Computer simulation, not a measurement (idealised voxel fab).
process module | voxel gate over fins
cross-section cut | 275 nm wide | cells 5 nm
A cross-section is a grid of square cells, given in bands from the top down. A band is one or more rows of cells.
Each band's line starts with the height of the band's top and of its bottom, in nm. Then come its materials from left to right, each with its width in nm. One material with "throughout" fills the band from edge to edge. "air" is empty space.
Height 0 is the level under which the wafer as received is all one material. The lowest band goes on downwards, as in "0 down".
A width such as "30 to 40" changes by the same amount from each row of cells to the next, from the band's top row to its bottom row.
"no change" after a step means that no cell of the cross-section changed.
closed voids: empty space of 8 cells or more with no open way to the top, each as width x height at its distance from the left edge, in nm
after a step's settings: what the simulator itself notes on the step
overlay nm, on a step with a mask: how far to the right of its planned place the mask lay; to the left if negative
plan
1 op RECEIVE | material Si
2 op CONFORMAL_DEP | material SiN | thk nm 10
3 op MASKED_ETCH | tone cover | mask id FINS | width nm 15 | pitch nm 40 | etch materials SiN | depth nm 10 | overlay nm 0
4 op MASKED_ETCH | tone cover | mask id FINS | width nm 15 | pitch nm 40 | etch materials Si | depth nm 30 | overlay nm 0
5 op OXIDIZE | depth nm 5
6 op FILL_DEP | material SiO2 | thk nm 10
7 op CMP | height nm 10
8 op SELECTIVE_ETCH | etch materials SiO2 | depth nm 25
9 op STRIP | etch materials SiN
10 op CONFORMAL_DEP | material HfO2 | thk nm 5
11 op CONFORMAL_DEP | material TiN | thk nm 5
12 op FILL_DEP | material W | thk nm 10
13 op CMP | height nm 15
14 op CONFORMAL_DEP | material SiCN | thk nm 10
as received, after step 1
  0 down: Si throughout
  closed voids: none
a wafer at the end: this start, this plan, one mistake
  25 to 15: SiCN throughout
  15 to 10: W throughout
  10 to 5: W 110 | TiN 25 | W 15 | TiN 25 | W 100
  5 to 0: W 105 | TiN 10 | HfO2 15 | TiN 5 | W 10 | TiN 10 | HfO2 15 | TiN 5 | W 100
  0 to -5: W 105 | TiN 5 | HfO2 10 | Si 5 | HfO2 5 | TiN 5 | W 10 | TiN 5 | HfO2 10 | Si 5 | HfO2 5 | TiN 5 | W 100
  -5 to -10: TiN 110 | HfO2 5 | Si 10 | HfO2 5 | TiN 20 | HfO2 5 | Si 10 | HfO2 5 | TiN 105
  -10 to -15: HfO2 115 | Si 10 | HfO2 30 | Si 10 | HfO2 110
  -15 to -35: SiO2 115 | Si 10 | SiO2 30 | Si 10 | SiO2 110
  -35 down: Si throughout
  closed voids: none
what went wrong: step 3 ran as: op MASKED_ETCH | tone cover | mask id FINS | width nm 15 | pitch nm 40 | etch materials SiN | depth nm 10 | overlay nm 5
